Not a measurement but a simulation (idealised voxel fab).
voxel capacitor over wiring: a process module
Pictured: cross-section cut, 255 nm wide, on a grid of 5 nm square cells.
We lay out every cross-section as a grid of square cells and spell it out in bands from the top down, where one band means one or more rows of cells.
Each band's line starts with the height of the band's top and of its bottom, in nm. Then come its materials from left to right, each with its width in nm. One material with "everywhere" fills the band from edge to edge. "empty" is empty space.
The reference from which all heights are counted is 0, the level beneath which the as-received wafer is entirely one material; the lowest band, having no lower bound, proceeds downward and is written after the example "0 down".
So if you see something like "30..40" for the width, read it as the top row of the band sitting at the first number and the bottom row at the second, with every row in between moving by the same amount as the last.
Given "nothing got changed" for a step, no cell of the cross-section differs between before and after that step.
Entry "Closed void listing" = empty spaces >= 8 cells with no open way to the top; each as width x height at distance, distance from left edge, all nm.
Post-settings text on a step line: simulator's own remark regarding the step.
overlay nm: mask offset rightward from planned place, masked step; negative means leftward offset.
**These are the steps we planned for the process**
1) RECEIVE,material Si
2) CONFORMAL_DEP,material SiO2,thk nm 10
3) CONFORMAL_DEP,material SiCN,thk nm 5
4) DIRECTIONAL_DEP,material SiO2,thk nm 20
5) PATTERN,tone open,mask id METAL_1,material resist,width nm 30,pitch nm 95,thk nm 20,overlay nm 0
6) DIRECTIONAL_ETCH,etch materials SiO2,depth nm 20
7) DIRECTIONAL_ETCH,etch materials SiCN,depth nm 5
8) STRIP,etch materials resist
9) CONFORMAL_DEP,material TiN,thk nm 5
10) FILL_DEP,material Ru,thk nm 5
11) CMP,height nm 35
12) CONFORMAL_DEP,material SiCN,thk nm 5
13) DIRECTIONAL_DEP,material SiO2,thk nm 15
14) PATTERN,tone open,mask id PLUG_1,material resist,width nm 15,thk nm 20,overlay nm 0
15) DIRECTIONAL_ETCH,etch materials SiO2,depth nm 15
16) DIRECTIONAL_ETCH,etch materials SiCN,depth nm 5
17) STRIP,etch materials resist
18) EPI,material Ru,thk nm 10
19) EPI,material Ru,thk nm 10
20) DIRECTIONAL_DEP,material TiN,thk nm 10
21) DIRECTIONAL_DEP,material HfO2,thk nm 5
22) DIRECTIONAL_DEP,material TiN,thk nm 10
23) MASKED_ETCH,tone cover,mask id UPPER_PLATE,width nm 70,etch materials TiN,depth nm 10,overlay nm 0
24) MASKED_ETCH,tone cover,mask id UPPER_PLATE,width nm 70,etch materials HfO2,depth nm 5,overlay nm 0
25) DIRECTIONAL_DEP,material aC,thk nm 15
26) PATTERN,tone cover,mask id LOWER_PLATE,material resist,width nm 80,thk nm 35,overlay nm 0
27) DIRECTIONAL_ETCH,etch materials aC,depth nm 15
28) STRIP,etch materials resist
29) DIRECTIONAL_ETCH,etch materials TiN,depth nm 10
30) STRIP,etch materials aC
31) FILL_DEP,material SiO2,thk nm 15
32) CMP,height nm 90
33) DIRECTIONAL_DEP,material aC,thk nm 15
34) PATTERN,tone open,mask id PLUG_2,material resist,width nm 15,thk nm 30,overlay nm 0
35) DIRECTIONAL_ETCH,etch materials aC,depth nm 15
36) STRIP,etch materials resist
37) DIRECTIONAL_ETCH,etch materials SiO2,depth nm 10
38) STRIP,etch materials aC
39) CONFORMAL_DEP,material TiN,thk nm 5
40) FILL_DEP,material W,thk nm 10
41) CMP,height nm 90
42) CONFORMAL_DEP,material SiN,thk nm 5
**Delivered wafer in cross-section: state after step 1**
    0 down  Si everywhere
    Closed void listing: none
**Same starting wafer, same plan as above, one mistake in the execution; this is the cross-section at the end of the module**
    95 to 90  Ru everywhere
    90 to 85  90 nm SiO2  5 nm TiN  5 nm W  5 nm TiN  150 nm SiO2
    85 to 80  90 nm SiO2  15 nm TiN  150 nm SiO2
    80 to 70  80 nm SiO2  70 nm TiN  105 nm SiO2
    70 to 65  80 nm SiO2  70 nm HfO2  105 nm SiO2
    65 to 55  75 nm SiO2  80 nm TiN  100 nm SiO2
    55 to 40  80 nm SiO2  15 nm Ru  160 nm SiO2
    40 to 35  80 nm SiCN  15 nm Ru  160 nm SiCN
    35 to 15  65 nm SiO2  5 nm TiN  20 nm Ru  5 nm TiN  65 nm SiO2  5 nm TiN  20 nm Ru  5 nm TiN  65 nm SiO2
    15 to 10  65 nm SiCN  30 nm TiN  65 nm SiCN  30 nm TiN  65 nm SiCN
    10 to 0  SiO2 everywhere
    0 down  Si everywhere
    Closed void listing: none
What went wrong in running the wafer? not per plan at step 42, really ran CONFORMAL_DEP,material Ru,thk nm 5
